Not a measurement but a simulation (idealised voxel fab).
The following process module bears the name voxel capacitor over wiring.
Square cell edge 5 nm, section width 180 nm, ID cut.
Square cells in a grid make up a cross-section in this document, and the grid is given as bands, listed from the top down, each one or more rows of cells.
Heights first: top, then bottom, in nm. Then materials, left to right, each with a width in nm. "full width" on a single material: fills the band edge to edge. "air": empty space.
The level at which height equals 0 is the one under which the wafer, as it arrives, is entirely one material. No lower edge exists for the bottom band, which continues downward and is notated as in "z 0 and below".
Per-row width for "30 to 40": begins at first number (top row of band), ends at second number (bottom row), increment between rows held constant.
"left unchanged" -> step changed no cross-section cell.
"Entrapped voids" contains a list of empty spaces, each no smaller than 8 cells and without an open way to the top, written in the form width x height at distance with the distance from the left edge and all three in nm.
Text after the settings on a step's line: the simulator's own remark on that step.
The line of a step may include "overlay nm". On a step with a mask, this value is how far to the right of its planned place the mask lay. A negative value means the mask lay to the left.
So here's the lineup of process steps we planned
1 RECEIVE | material Si
2 CONFORMAL_DEP | material SiO2 | thk nm 15
3 DIRECTIONAL_DEP | material TiN | thk nm 5
4 DIRECTIONAL_DEP | material Ru | thk nm 20
5 PATTERN | tone cover | mask id METAL_1 | material resist | width nm 25 | pitch nm 95 | thk nm 20 | overlay nm 0
6 DIRECTIONAL_ETCH | etch materials Ru | depth nm 20
7 DIRECTIONAL_ETCH | etch materials TiN | depth nm 5
8 STRIP | etch materials resist
9 CONFORMAL_DEP | material SiCN | thk nm 5
10 FILL_DEP | material lowk | thk nm 5
11 CMP | height nm 40
12 CONFORMAL_DEP | material SiCN | thk nm 5
13 DIRECTIONAL_DEP | material SiO2 | thk nm 10
14 DIRECTIONAL_DEP | material aC | thk nm 15
15 PATTERN | tone open | mask id PLUG_1 | material resist | width nm 15 | thk nm 35 | overlay nm 0
16 DIRECTIONAL_ETCH | etch materials aC | depth nm 15
17 STRIP | etch materials resist
18 DIRECTIONAL_ETCH | etch materials SiO2 | depth nm 10
19 DIRECTIONAL_ETCH | etch materials SiCN | depth nm 5
20 STRIP | etch materials aC
21 EPI | material Ru | thk nm 10
22 EPI | material Ru | thk nm 5
23 DIRECTIONAL_DEP | material TiN | thk nm 5
24 DIRECTIONAL_DEP | material HfO2 | thk nm 5
25 DIRECTIONAL_DEP | material TiN | thk nm 5
26 DIRECTIONAL_DEP | material aC | thk nm 15
27 PATTERN | tone cover | mask id UPPER_PLATE | material resist | width nm 75 | thk nm 30 | overlay nm 0
28 DIRECTIONAL_ETCH | etch materials aC | depth nm 15
29 STRIP | etch materials resist
30 DIRECTIONAL_ETCH | etch materials TiN | depth nm 5
31 DIRECTIONAL_ETCH | etch materials HfO2 | depth nm 5
32 STRIP | etch materials aC
33 DIRECTIONAL_DEP | material aC | thk nm 15
34 PATTERN | tone cover | mask id LOWER_PLATE | material resist | width nm 85 | thk nm 35 | overlay nm 0
35 DIRECTIONAL_ETCH | etch materials aC | depth nm 15
36 STRIP | etch materials resist
37 DIRECTIONAL_ETCH | etch materials TiN | depth nm 5
38 STRIP | etch materials aC
39 FILL_DEP | material SiO2 | thk nm 15
40 CMP | height nm 80
41 DIRECTIONAL_DEP | material aC | thk nm 10
42 PATTERN | tone open | mask id PLUG_2 | material resist | width nm 15 | thk nm 30 | overlay nm 0
43 DIRECTIONAL_ETCH | etch materials aC | depth nm 10
44 STRIP | etch materials resist
45 DIRECTIONAL_ETCH | etch materials SiO2 | depth nm 10
46 STRIP | etch materials aC
47 CONFORMAL_DEP | material TiN | thk nm 5
48 FILL_DEP | material W | thk nm 10
49 CMP | height nm 80
50 CONFORMAL_DEP | material SiCN | thk nm 5
First wafer out of two, processed as planned
Received-state cross-section, reflecting completion of step 1
> z 0 and below | Si full width
> Entrapped voids: none
Wafer xsec, post step 2
> z 15 to 0 | SiO2 full width
> Below 0 it's all the same as before, nothing changed down there.
Wafer xsec, post step 3
> z 20 to 15 | TiN full width
> Below 15 it's all the same as before, nothing changed down there.
Wafer xsec, post step 4
> z 40 to 20 | Ru full width
> Below 20 it's all the same as before, nothing changed down there.
Wafer xsec, post step 5
> z 60 to 40 | 30 air, then 25 resist, then 70 air, then 25 resist, then 30 air
> Below 40 it's all the same as before, nothing changed down there.
Wafer xsec, post step 6
> z 60 to 40 | 30 air, then 25 resist, then 70 air, then 25 resist, then 30 air
> z 40 to 20 | 30 air, then 25 Ru, then 70 air, then 25 Ru, then 30 air
> Below 20 it's all the same as before, nothing changed down there.
Wafer xsec, post step 7
> z 60 to 40 | 30 air, then 25 resist, then 70 air, then 25 resist, then 30 air
> z 40 to 20 | 30 air, then 25 Ru, then 70 air, then 25 Ru, then 30 air
> z 20 to 15 | 30 air, then 25 TiN, then 70 air, then 25 TiN, then 30 air
> Below 15 it's all the same as before, nothing changed down there.
Wafer xsec, post step 8
> z 40 to 20 | 30 air, then 25 Ru, then 70 air, then 25 Ru, then 30 air
> Below 20 it's all the same as before, nothing changed down there.
Wafer xsec, post step 9
> z 45 to 40 | 25 air, then 35 SiCN, then 60 air, then 35 SiCN, then 25 air
> z 40 to 20 | 25 air, then 5 SiCN, then 25 Ru, then 5 SiCN, then 60 air, then 5 SiCN, then 25 Ru, then 5 SiCN, then 25 air
> z 20 to 15 | 30 SiCN, then 25 TiN, then 70 SiCN, then 25 TiN, then 30 SiCN
> Below 15 it's all the same as before, nothing changed down there.
Wafer xsec, post step 10
> z 50 to 45 | lowk full width
> z 45 to 40 | 25 lowk, then 35 SiCN, then 60 lowk, then 35 SiCN, then 25 lowk
> z 40 to 20 | 25 lowk, then 5 SiCN, then 25 Ru, then 5 SiCN, then 60 lowk, then 5 SiCN, then 25 Ru, then 5 SiCN, then 25 lowk
> Below 20 it's all the same as before, nothing changed down there.
Wafer xsec, post step 11
> z 40 to 20 | 25 lowk, then 5 SiCN, then 25 Ru, then 5 SiCN, then 60 lowk, then 5 SiCN, then 25 Ru, then 5 SiCN, then 25 lowk
> Below 20 it's all the same as before, nothing changed down there.
Wafer xsec, post step 12
> z 45 to 40 | SiCN full width
> Below 40 it's all the same as before, nothing changed down there.
Wafer xsec, post step 13
> z 55 to 45 | SiO2 full width
> Below 45 it's all the same as before, nothing changed down there.
Wafer xsec, post step 14
> z 70 to 55 | aC full width
> Below 55 it's all the same as before, nothing changed down there.
Wafer xsec, post step 15
> z 105 to 70 | 40 resist, then 15 air, then 125 resist
> Below 70 it's all the same as before, nothing changed down there.
Wafer xsec, post step 16
> z 90 to 70 | 40 resist, then 15 air, then 125 resist
> z 70 to 55 | 40 aC, then 15 air, then 125 aC
> Below 55 it's all the same as before, nothing changed down there.
Wafer xsec, post step 17
> z 70 to 55 | 40 aC, then 15 air, then 125 aC
> Below 55 it's all the same as before, nothing changed down there.
Wafer xsec, post step 18
> z 70 to 55 | 40 aC, then 15 air, then 125 aC
> z 55 to 45 | 40 SiO2, then 15 air, then 125 SiO2
> Below 45 it's all the same as before, nothing changed down there.
Wafer xsec, post step 19
> z 70 to 55 | 40 aC, then 15 air, then 125 aC
> z 55 to 45 | 40 SiO2, then 15 air, then 125 SiO2
> z 45 to 40 | 40 SiCN, then 15 air, then 125 SiCN
> Below 40 it's all the same as before, nothing changed down there.
Wafer xsec, post step 20
> z 55 to 45 | 40 SiO2, then 15 air, then 125 SiO2
> Below 45 it's all the same as before, nothing changed down there.
Wafer xsec, post step 21
> z 55 to 50 | 40 SiO2, then 15 air, then 125 SiO2
> z 50 to 45 | 40 SiO2, then 15 Ru, then 125 SiO2
> z 45 to 40 | 40 SiCN, then 15 Ru, then 125 SiCN
> Below 40 it's all the same as before, nothing changed down there.
Wafer xsec, post step 22
> z 55 to 45 | 40 SiO2, then 15 Ru, then 125 SiO2
> Below 45 it's all the same as before, nothing changed down there.
Wafer xsec, post step 23
> z 60 to 55 | TiN full width
> Below 55 it's all the same as before, nothing changed down there.
Wafer xsec, post step 24
> z 65 to 60 | HfO2 full width
> Below 60 it's all the same as before, nothing changed down there.
Wafer xsec, post step 25
> z 70 to 65 | TiN full width
> Below 65 it's all the same as before, nothing changed down there.
Wafer xsec, post step 26
> z 85 to 70 | aC full width
> Below 70 it's all the same as before, nothing changed down there.
Wafer xsec, post step 27
> z 115 to 85 | 40 air, then 75 resist, then 65 air
> Below 85 it's all the same as before, nothing changed down there.
Wafer xsec, post step 28
> z 100 to 85 | 40 air, then 75 resist, then 65 air
> z 85 to 70 | 40 air, then 75 aC, then 65 air
> Below 70 it's all the same as before, nothing changed down there.
Wafer xsec, post step 29
> z 85 to 70 | 40 air, then 75 aC, then 65 air
> Below 70 it's all the same as before, nothing changed down there.
Wafer xsec, post step 30
> z 85 to 70 | 40 air, then 75 aC, then 65 air
> z 70 to 65 | 40 air, then 75 TiN, then 65 air
> Below 65 it's all the same as before, nothing changed down there.
Wafer xsec, post step 31
> z 85 to 70 | 40 air, then 75 aC, then 65 air
> z 70 to 65 | 40 air, then 75 TiN, then 65 air
> z 65 to 60 | 40 air, then 75 HfO2, then 65 air
> Below 60 it's all the same as before, nothing changed down there.
Wafer xsec, post step 32
> z 70 to 65 | 40 air, then 75 TiN, then 65 air
> Below 65 it's all the same as before, nothing changed down there.
Wafer xsec, post step 33
> z 85 to 75 | 40 air, then 75 aC, then 65 air
> z 75 to 70 | aC full width
> z 70 to 65 | 40 aC, then 75 TiN, then 65 aC
> z 65 to 60 | 40 aC, then 75 HfO2, then 65 aC
> Below 60 it's all the same as before, nothing changed down there.
Wafer xsec, post step 34
> z 120 to 85 | 35 air, then 85 resist, then 60 air
> z 85 to 75 | 35 air, then 5 resist, then 75 aC, then 5 resist, then 60 air
> Below 75 it's all the same as before, nothing changed down there.
Wafer xsec, post step 35
> z 105 to 85 | 35 air, then 85 resist, then 60 air
> z 85 to 75 | 35 air, then 5 resist, then 75 aC, then 5 resist, then 60 air
> z 75 to 70 | 35 air, then 85 aC, then 60 air
> z 70 to 65 | 35 air, then 5 aC, then 75 TiN, then 5 aC, then 60 air
> z 65 to 60 | 35 air, then 5 aC, then 75 HfO2, then 5 aC, then 60 air
> Below 60 it's all the same as before, nothing changed down there.
Wafer xsec, post step 36
> z 85 to 75 | 40 air, then 75 aC, then 65 air
> Below 75 it's all the same as before, nothing changed down there.
Wafer xsec, post step 37
> z 85 to 75 | 40 air, then 75 aC, then 65 air
> z 75 to 70 | 35 air, then 85 aC, then 60 air
> z 70 to 65 | 35 air, then 5 aC, then 75 TiN, then 5 aC, then 60 air
> z 65 to 60 | 35 air, then 5 aC, then 75 HfO2, then 5 aC, then 60 air
> z 60 to 55 | 35 air, then 85 TiN, then 60 air
> Below 55 it's all the same as before, nothing changed down there.
Wafer xsec, post step 38
> z 70 to 65 | 40 air, then 75 TiN, then 65 air
> z 65 to 60 | 40 air, then 75 HfO2, then 65 air
> Below 60 it's all the same as before, nothing changed down there.
Wafer xsec, post step 39
> z 85 to 70 | SiO2 full width
> z 70 to 65 | 40 SiO2, then 75 TiN, then 65 SiO2
> z 65 to 60 | 40 SiO2, then 75 HfO2, then 65 SiO2
> z 60 to 55 | 35 SiO2, then 85 TiN, then 60 SiO2
> Below 55 it's all the same as before, nothing changed down there.
Wafer xsec, post step 40
> z 80 to 70 | SiO2 full width
> Below 70 it's all the same as before, nothing changed down there.
Wafer xsec, post step 41
> z 90 to 80 | aC full width
> Below 80 it's all the same as before, nothing changed down there.
Wafer xsec, post step 42
> z 120 to 90 | 50 resist, then 15 air, then 115 resist
> Below 90 it's all the same as before, nothing changed down there.
Wafer xsec, post step 43
> z 110 to 90 | 50 resist, then 15 air, then 115 resist
> z 90 to 80 | 50 aC, then 15 air, then 115 aC
> Below 80 it's all the same as before, nothing changed down there.
Wafer xsec, post step 44
> z 90 to 80 | 50 aC, then 15 air, then 115 aC
> Below 80 it's all the same as before, nothing changed down there.
Wafer xsec, post step 45
> z 90 to 80 | 50 aC, then 15 air, then 115 aC
> z 80 to 70 | 50 SiO2, then 15 air, then 115 SiO2
> Below 70 it's all the same as before, nothing changed down there.
Wafer xsec, post step 46
> z 80 to 70 | 50 SiO2, then 15 air, then 115 SiO2
> Below 70 it's all the same as before, nothing changed down there.
Wafer xsec, post step 47
> z 85 to 80 | 55 TiN, then 5 air, then 120 TiN
> z 80 to 75 | 50 SiO2, then 5 TiN, then 5 air, then 5 TiN, then 115 SiO2
> z 75 to 65 | 50 to 40 SiO2, then 15 to 75 TiN, then 115 to 65 SiO2
> Below 65 it's all the same as before, nothing changed down there.
Wafer xsec, post step 48
> z 95 to 85 | W full width
> z 85 to 80 | 55 TiN, then 5 W, then 120 TiN
> z 80 to 75 | 50 SiO2, then 5 TiN, then 5 W, then 5 TiN, then 115 SiO2
> Below 75 it's all the same as before, nothing changed down there.
Wafer xsec, post step 49
> z 80 to 75 | 50 SiO2, then 5 TiN, then 5 W, then 5 TiN, then 115 SiO2
> Below 75 it's all the same as before, nothing changed down there.
Wafer xsec, post step 50
> z 85 to 80 | SiCN full width
> Below 80 it's all the same as before, nothing changed down there.
Wafer two: like wafer one in start and plan, but with one mistake in execution; identical up to and including step 25
Second wafer shown in cross-section at the time step 26 was slated to end
> z 85 to 70 | Ru full width
> Below 70 it's all the same as before, nothing changed down there.
Second wafer shown in cross-section at the time step 27 was slated to end
> z 115 to 85 | 40 air, then 75 resist, then 65 air
> Below 85 it's all the same as before, nothing changed down there.
Second wafer shown in cross-section at the time step 28 was slated to end
> z 100 to 85 | 40 air, then 75 resist, then 65 air
> Below 85 it's all the same as before, nothing changed down there.
Second wafer shown in cross-section at the time step 29 was slated to end
> z 85 to 70 | Ru full width
> Below 70 it's all the same as before, nothing changed down there.
Second wafer shown in cross-section at the time step 30 was slated to end: left unchanged
Second wafer shown in cross-section at the time step 31 was slated to end: left unchanged
Second wafer shown in cross-section at the time step 32 was slated to end: left unchanged
Second wafer shown in cross-section at the time step 33 was slated to end
> z 100 to 85 | aC full width
> Below 85 it's all the same as before, nothing changed down there.
Second wafer shown in cross-section at the time step 34 was slated to end
> z 135 to 100 | 35 air, then 85 resist, then 60 air
> Below 100 it's all the same as before, nothing changed down there.
Second wafer shown in cross-section at the time step 35 was slated to end
> z 120 to 100 | 35 air, then 85 resist, then 60 air
> z 100 to 85 | 35 air, then 85 aC, then 60 air
> Below 85 it's all the same as before, nothing changed down there.
Second wafer shown in cross-section at the time step 36 was slated to end
> z 100 to 85 | 35 air, then 85 aC, then 60 air
> Below 85 it's all the same as before, nothing changed down there.
Second wafer shown in cross-section at the time step 37 was slated to end: left unchanged
Second wafer shown in cross-section at the time step 38 was slated to end
> z 85 to 70 | Ru full width
> Below 70 it's all the same as before, nothing changed down there.
Second wafer shown in cross-section at the time step 39 was slated to end
> z 100 to 85 | SiO2 full width
> Below 85 it's all the same as before, nothing changed down there.
Second wafer shown in cross-section at the time step 40 was slated to end
> z 80 to 70 | Ru full width
> Below 70 it's all the same as before, nothing changed down there.
Second wafer shown in cross-section at the time step 41 was slated to end
> z 90 to 80 | aC full width
> Below 80 it's all the same as before, nothing changed down there.
Second wafer shown in cross-section at the time step 42 was slated to end
> z 120 to 90 | 50 resist, then 15 air, then 115 resist
> Below 90 it's all the same as before, nothing changed down there.
Second wafer shown in cross-section at the time step 43 was slated to end
> z 110 to 90 | 50 resist, then 15 air, then 115 resist
> z 90 to 80 | 50 aC, then 15 air, then 115 aC
> Below 80 it's all the same as before, nothing changed down there.
Second wafer shown in cross-section at the time step 44 was slated to end
> z 90 to 80 | 50 aC, then 15 air, then 115 aC
> Below 80 it's all the same as before, nothing changed down there.
Second wafer shown in cross-section at the time step 45 was slated to end: left unchanged
Second wafer shown in cross-section at the time step 46 was slated to end
> z 80 to 70 | Ru full width
> Below 70 it's all the same as before, nothing changed down there.
Second wafer shown in cross-section at the time step 47 was slated to end
> z 85 to 80 | TiN full width
> Below 80 it's all the same as before, nothing changed down there.
Second wafer shown in cross-section at the time step 48 was slated to end
> z 95 to 85 | W full width
> Below 85 it's all the same as before, nothing changed down there.
Second wafer shown in cross-section at the time step 49 was slated to end
> z 80 to 70 | Ru full width
> Below 70 it's all the same as before, nothing changed down there.
Second wafer shown in cross-section at the time step 50 was slated to end
> z 85 to 80 | SiCN full width
> Below 80 it's all the same as before, nothing changed down there.
what went wrong: for step 26, the planned setting was not used; the step was instead run as DIRECTIONAL_DEP | material Ru | thk nm 15
Wafer comparison, final, in cells, second relative to first, materials more or fewer: 21 more of HfO2, 72 more of Ru, 127 fewer of SiO2, 35 more of TiN, 1 fewer of W
